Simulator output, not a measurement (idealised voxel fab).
Herein follows the process module entitled voxel self aligned contacts.
230 nm wide, 5 nm square cells: that's cross-section cut.
This document writes a cross-section as a grid whose cells are square, and gives it as bands, listed from the top down; one or more rows of cells form a band. Within each band entry, the heights of the top and of the bottom of the band appear first, in that order and in nm; the materials of the band then follow from left to right, each with its corresponding width in nm. The designation "throughout" on a single material indicates that it fills the band from edge to edge; the designation "empty" indicates empty space. It should be noted that heights are counted from 0, beneath which the wafer as supplied is of one material throughout, and that the lowest band possesses no lower boundary but continues downward, as written in "0 and below". The expression "30->40" gives the width at the extremes of the band, the first number at its top row of cells and the second at its bottom row, with the width changing by equal amounts from each row to the next in between. Where the words "stayed the same" appear for a step, the cross-section shows no cell changed by that step; every cell remained as before. The entry titled "Voids, enclosed" provides the empty spaces that have no open way to the top, restricted to those of 8 cells or more. Each is presented as width x height at distance, the distance being measured from the left edge, with all three in nm. What comes after the settings on a step's line is commentary from the simulator itself on that step. You can add "overlay nm" to a step's line. For a step with a mask, it describes how far the mask lay to the right of its planned position, and a negative number describes a lay to the left.

Steps in the process plan:
1 RECEIVE: material Si
2 OXIDIZE: depth nm 5
3 DIRECTIONAL_DEP: material polySi, thk nm 30
4 DIRECTIONAL_DEP: material SiN, thk nm 20
5 DIRECTIONAL_DEP: material aC, thk nm 10
6 PATTERN: tone cover, mask id GATE, material resist, width nm 30, pitch nm 60, thk nm 25, overlay nm 0
7 DIRECTIONAL_ETCH: etch materials aC, depth nm 10
8 STRIP: etch materials resist
9 DIRECTIONAL_ETCH: etch materials SiN, depth nm 20
10 DIRECTIONAL_ETCH: etch materials polySi, depth nm 30
11 STRIP: etch materials aC
12 CONFORMAL_DEP: material SiN, thk nm 5
13 DIRECTIONAL_ETCH: etch materials SiN, depth nm 5
14 FILL_DEP: material SiO2, thk nm 15
15 CMP: height nm 60
16 MASKED_ETCH: tone open, mask id CONTACT, width nm 40, pitch nm 60, etch materials SiO2, depth nm 65, overlay nm 0
17 CONFORMAL_DEP: material TiN, thk nm 5
18 FILL_DEP: material W, thk nm 10
19 CMP: height nm 60
20 CONFORMAL_DEP: material SiN, thk nm 5

First of two wafers, processed according to plan:

Wafer cross-section on receipt, i.e. after step 1:
> 0 and below  Si throughout
> Voids, enclosed: none

So this is the wafer cross-section right after step 2:
> 0 down to -5  SiO2 throughout
> Whatever lies below -5 is exactly as it was before.

So this is the wafer cross-section right after step 3:
> 30 down to 0  polySi throughout
> Whatever lies below 0 is exactly as it was before.

So this is the wafer cross-section right after step 4:
> 50 down to 30  SiN throughout
> Whatever lies below 30 is exactly as it was before.

So this is the wafer cross-section right after step 5:
> 60 down to 50  aC throughout
> Whatever lies below 50 is exactly as it was before.

So this is the wafer cross-section right after step 6:
> 85 down to 60  40 empty  30 resist  30 empty  30 resist  30 empty  30 resist  40 empty
> Whatever lies below 60 is exactly as it was before.

So this is the wafer cross-section right after step 7:
> 75 down to 60  40 empty  30 resist  30 empty  30 resist  30 empty  30 resist  40 empty
> 60 down to 50  40 empty  30 aC  30 empty  30 aC  30 empty  30 aC  40 empty
> Whatever lies below 50 is exactly as it was before.

So this is the wafer cross-section right after step 8:
> 60 down to 50  40 empty  30 aC  30 empty  30 aC  30 empty  30 aC  40 empty
> Whatever lies below 50 is exactly as it was before.

So this is the wafer cross-section right after step 9:
> 60 down to 50  40 empty  30 aC  30 empty  30 aC  30 empty  30 aC  40 empty
> 50 down to 30  40 empty  30 SiN  30 empty  30 SiN  30 empty  30 SiN  40 empty
> Whatever lies below 30 is exactly as it was before.

So this is the wafer cross-section right after step 10:
> 60 down to 50  40 empty  30 aC  30 empty  30 aC  30 empty  30 aC  40 empty
> 50 down to 30  40 empty  30 SiN  30 empty  30 SiN  30 empty  30 SiN  40 empty
> 30 down to 0  40 empty  30 polySi  30 empty  30 polySi  30 empty  30 polySi  40 empty
> Whatever lies below 0 is exactly as it was before.

So this is the wafer cross-section right after step 11:
> 50 down to 30  40 empty  30 SiN  30 empty  30 SiN  30 empty  30 SiN  40 empty
> Whatever lies below 30 is exactly as it was before.

So this is the wafer cross-section right after step 12:
> 55 down to 30  35 empty  40 SiN  20 empty  40 SiN  20 empty  40 SiN  35 empty
> 30 down to 5  35 empty  5 SiN  30 polySi  5 SiN  20 empty  5 SiN  30 polySi  5 SiN  20 empty  5 SiN  30 polySi  5 SiN  35 empty
> 5 down to 0  40 SiN  30 polySi  30 SiN  30 polySi  30 SiN  30 polySi  40 SiN
> Whatever lies below 0 is exactly as it was before.

So this is the wafer cross-section right after step 13:
> 50 down to 30  35 empty  40 SiN  20 empty  40 SiN  20 empty  40 SiN  35 empty
> 30 down to 0  35 empty  5 SiN  30 polySi  5 SiN  20 empty  5 SiN  30 polySi  5 SiN  20 empty  5 SiN  30 polySi  5 SiN  35 empty
> Whatever lies below 0 is exactly as it was before.

So this is the wafer cross-section right after step 14:
> 65 down to 50  SiO2 throughout
> 50 down to 30  35 SiO2  40 SiN  20 SiO2  40 SiN  20 SiO2  40 SiN  35 SiO2
> 30 down to 0  35 SiO2  5 SiN  30 polySi  5 SiN  20 SiO2  5 SiN  30 polySi  5 SiN  20 SiO2  5 SiN  30 polySi  5 SiN  35 SiO2
> Whatever lies below 0 is exactly as it was before.

So this is the wafer cross-section right after step 15:
> 60 down to 50  SiO2 throughout
> Whatever lies below 50 is exactly as it was before.

So this is the wafer cross-section right after step 16:
> 60 down to 50  65 SiO2  40 empty  20 SiO2  40 empty  65 SiO2
> 50 down to 30  35 SiO2  40 SiN  20 empty  40 SiN  20 empty  40 SiN  35 SiO2
> 30 down to 0  35 SiO2  5 SiN  30 polySi  5 SiN  20 empty  5 SiN  30 polySi  5 SiN  20 empty  5 SiN  30 polySi  5 SiN  35 SiO2
> 0 down to -5  75 SiO2  20 empty  40 SiO2  20 empty  75 SiO2
> Whatever lies below -5 is exactly as it was before.

So this is the wafer cross-section right after step 17:
> 65 down to 60  70 TiN  30 empty  30 TiN  30 empty  70 TiN
> 60 down to 50  65 SiO2  5->15 TiN  30->10 empty  5->15 TiN  20 SiO2  5->15 TiN  30->10 empty  5->15 TiN  65 SiO2
> 50 down to 30  35 SiO2  40 SiN  5 TiN  10 empty  5 TiN  40 SiN  5 TiN  10 empty  5 TiN  40 SiN  35 SiO2
> 30 down to 0  35 SiO2  5 SiN  30 polySi  5 SiN  5 TiN  10 empty  5 TiN  5 SiN  30 polySi  5 SiN  5 TiN  10 empty  5 TiN  5 SiN  30 polySi  5 SiN  35 SiO2
> 0 down to -5  75 SiO2  20 TiN  40 SiO2  20 TiN  75 SiO2
> Whatever lies below -5 is exactly as it was before.

So this is the wafer cross-section right after step 18:
> 75 down to 65  W throughout
> 65 down to 60  70 TiN  30 W  30 TiN  30 W  70 TiN
> 60 down to 50  65 SiO2  5->15 TiN  30->10 W  5->15 TiN  20 SiO2  5->15 TiN  30->10 W  5->15 TiN  65 SiO2
> 50 down to 30  35 SiO2  40 SiN  5 TiN  10 W  5 TiN  40 SiN  5 TiN  10 W  5 TiN  40 SiN  35 SiO2
> 30 down to 0  35 SiO2  5 SiN  30 polySi  5 SiN  5 TiN  10 W  5 TiN  5 SiN  30 polySi  5 SiN  5 TiN  10 W  5 TiN  5 SiN  30 polySi  5 SiN  35 SiO2
> Whatever lies below 0 is exactly as it was before.

So this is the wafer cross-section right after step 19:
> 60 down to 50  65 SiO2  5->15 TiN  30->10 W  5->15 TiN  20 SiO2  5->15 TiN  30->10 W  5->15 TiN  65 SiO2
> Whatever lies below 50 is exactly as it was before.

So this is the wafer cross-section right after step 20:
> 65 down to 60  SiN throughout
> Whatever lies below 60 is exactly as it was before.

The second wafer began exactly as the first did and followed the same plan, but one mistake was made while running it; through step 3 inclusive, the two wafers are identical:

Cross-section of the second wafer corresponding to the planned conclusion of step 4:
> 70 down to 30  SiN throughout
> Whatever lies below 30 is exactly as it was before.

Cross-section of the second wafer corresponding to the planned conclusion of step 5:
> 80 down to 70  aC throughout
> Whatever lies below 70 is exactly as it was before.

Cross-section of the second wafer corresponding to the planned conclusion of step 6:
> 105 down to 80  40 empty  30 resist  30 empty  30 resist  30 empty  30 resist  40 empty
> Whatever lies below 80 is exactly as it was before.

Cross-section of the second wafer corresponding to the planned conclusion of step 7:
> 95 down to 80  40 empty  30 resist  30 empty  30 resist  30 empty  30 resist  40 empty
> 80 down to 70  40 empty  30 aC  30 empty  30 aC  30 empty  30 aC  40 empty
> Whatever lies below 70 is exactly as it was before.

Cross-section of the second wafer corresponding to the planned conclusion of step 8:
> 80 down to 70  40 empty  30 aC  30 empty  30 aC  30 empty  30 aC  40 empty
> Whatever lies below 70 is exactly as it was before.

Cross-section of the second wafer corresponding to the planned conclusion of step 9:
> 80 down to 70  40 empty  30 aC  30 empty  30 aC  30 empty  30 aC  40 empty
> 70 down to 50  40 empty  30 SiN  30 empty  30 SiN  30 empty  30 SiN  40 empty
> Whatever lies below 50 is exactly as it was before.

Cross-section of the second wafer corresponding to the planned conclusion of step 10: stayed the same

Cross-section of the second wafer corresponding to the planned conclusion of step 11:
> 70 down to 50  40 empty  30 SiN  30 empty  30 SiN  30 empty  30 SiN  40 empty
> Whatever lies below 50 is exactly as it was before.

Cross-section of the second wafer corresponding to the planned conclusion of step 12:
> 75 down to 55  35 empty  40 SiN  20 empty  40 SiN  20 empty  40 SiN  35 empty
> 55 down to 30  SiN throughout
> Whatever lies below 30 is exactly as it was before.

Cross-section of the second wafer corresponding to the planned conclusion of step 13:
> 70 down to 50  35 empty  40 SiN  20 empty  40 SiN  20 empty  40 SiN  35 empty
> Whatever lies below 50 is exactly as it was before.

Cross-section of the second wafer corresponding to the planned conclusion of step 14:
> 85 down to 70  SiO2 throughout
> 70 down to 50  35 SiO2  40 SiN  20 SiO2  40 SiN  20 SiO2  40 SiN  35 SiO2
> Whatever lies below 50 is exactly as it was before.

Cross-section of the second wafer corresponding to the planned conclusion of step 15:
> 60 down to 50  35 SiO2  40 SiN  20 SiO2  40 SiN  20 SiO2  40 SiN  35 SiO2
> Whatever lies below 50 is exactly as it was before.

Cross-section of the second wafer corresponding to the planned conclusion of step 16:
> 60 down to 50  35 SiO2  40 SiN  20 empty  40 SiN  20 empty  40 SiN  35 SiO2
> Whatever lies below 50 is exactly as it was before.

Cross-section of the second wafer corresponding to the planned conclusion of step 17:
> 65 down to 60  80 TiN  10 empty  50 TiN  10 empty  80 TiN
> 60 down to 55  35 SiO2  40 SiN  5 TiN  10 empty  5 TiN  40 SiN  5 TiN  10 empty  5 TiN  40 SiN  35 SiO2
> 55 down to 50  35 SiO2  40 SiN  20 TiN  40 SiN  20 TiN  40 SiN  35 SiO2
> Whatever lies below 50 is exactly as it was before.

Cross-section of the second wafer corresponding to the planned conclusion of step 18:
> 75 down to 65  W throughout
> 65 down to 60  80 TiN  10 W  50 TiN  10 W  80 TiN
> 60 down to 55  35 SiO2  40 SiN  5 TiN  10 W  5 TiN  40 SiN  5 TiN  10 W  5 TiN  40 SiN  35 SiO2
> Whatever lies below 55 is exactly as it was before.

Cross-section of the second wafer corresponding to the planned conclusion of step 19:
> 60 down to 55  35 SiO2  40 SiN  5 TiN  10 W  5 TiN  40 SiN  5 TiN  10 W  5 TiN  40 SiN  35 SiO2
> Whatever lies below 55 is exactly as it was before.

Cross-section of the second wafer corresponding to the planned conclusion of step 20:
> 65 down to 60  SiN throughout
> Whatever lies below 60 is exactly as it was before.
Nonconformance to the process plan: step 4, plan: ran twice
It is noted that, at the conclusion of processing, the second wafer exhibits a higher or lower cell count for certain materials relative to the first: SiN +100, SiO2 -164, TiN -52, W -52, polySi +168
